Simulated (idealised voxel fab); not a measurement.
A process module follows: voxel tone inversion.
FYI the section here is cut, 260 nm wide, cells are 5 nm squares.
Cross-sections here: square-cell grids, written as top-down lists of bands, a band being one or more rows of cells.
Quick guide to a band line: top height, bottom height (nm) up front; then every material left to right with its width in nm. Only one material and it's marked "everywhere"? Then it fills the band edge to edge. And "air" just means empty space.
Height reference: 0 = level under which incoming wafer is all one material. Lowest band: no bottom, runs on downward, e.g. "z 0 and below".
A two-number width, for instance "30 to 40", indicates that the width is equal to the first number in the top row of the band and to the second number in the bottom row, and that it changes by a constant amount per row of cells.
For the purposes of this document, the phrase "stayed the same" attached to a step denotes that no cell within the cross-section was modified by that step.
Closed empty spaces (no open way to the top) of 8 cells or more are what "Enclosed cavities" lists, each as width x height at distance from the left edge, nm for all three.
What comes after the settings on a step's line is commentary from the simulator itself on that step.
"overlay nm" on a masked step: distance the mask lay right of its planned place, negative for left.

Below is the list of planned process steps
1. RECEIVE | material Si
2. CONFORMAL_DEP | material SiCN | thk nm 10
3. DIRECTIONAL_DEP | material aC | thk nm 20
4. PATTERN | tone cover | mask id POSTS | material resist | width nm 20 | pitch nm 45 | thk nm 30 | overlay nm 0
5. DIRECTIONAL_ETCH | etch materials aC | depth nm 20
6. STRIP | etch materials resist
7. FILL_DEP | material lowk | thk nm 10
8. CMP | height nm 30
9. STRIP | etch materials aC
10. CONFORMAL_DEP | material TiN | thk nm 5
11. FILL_DEP | material Cu | thk nm 5
12. CMP | height nm 30
13. CONFORMAL_DEP | material SiN | thk nm 5

Incoming wafer in cross-section (state: after step 1)
* z 0 and below: Si everywhere
* Enclosed cavities: none

Cross-sectional result after module completion. Note: starting condition and plan are unchanged from above; one processing mistake was made
* z 35 to 30: SiN everywhere
* z 30 to 15: 75 of lowk, then 5 of TiN, then 15 of Cu, then 5 of TiN, then 20 of lowk, then 5 of TiN, then 15 of Cu, then 5 of TiN, then 20 of lowk, then 5 of TiN, then 15 of Cu, then 5 of TiN, then 70 of lowk
* z 15 to 10: 75 of lowk, then 25 of TiN, then 20 of lowk, then 25 of TiN, then 20 of lowk, then 25 of TiN, then 70 of lowk
* z 10 to 0: SiCN everywhere
* z 0 and below: Si everywhere
* Enclosed cavities: none
Run error: for step 4, the planned setting was not used; the step was instead run as PATTERN | tone cover | mask id POSTS | material resist | width nm 25 | pitch nm 45 | thk nm 30 | overlay nm 0
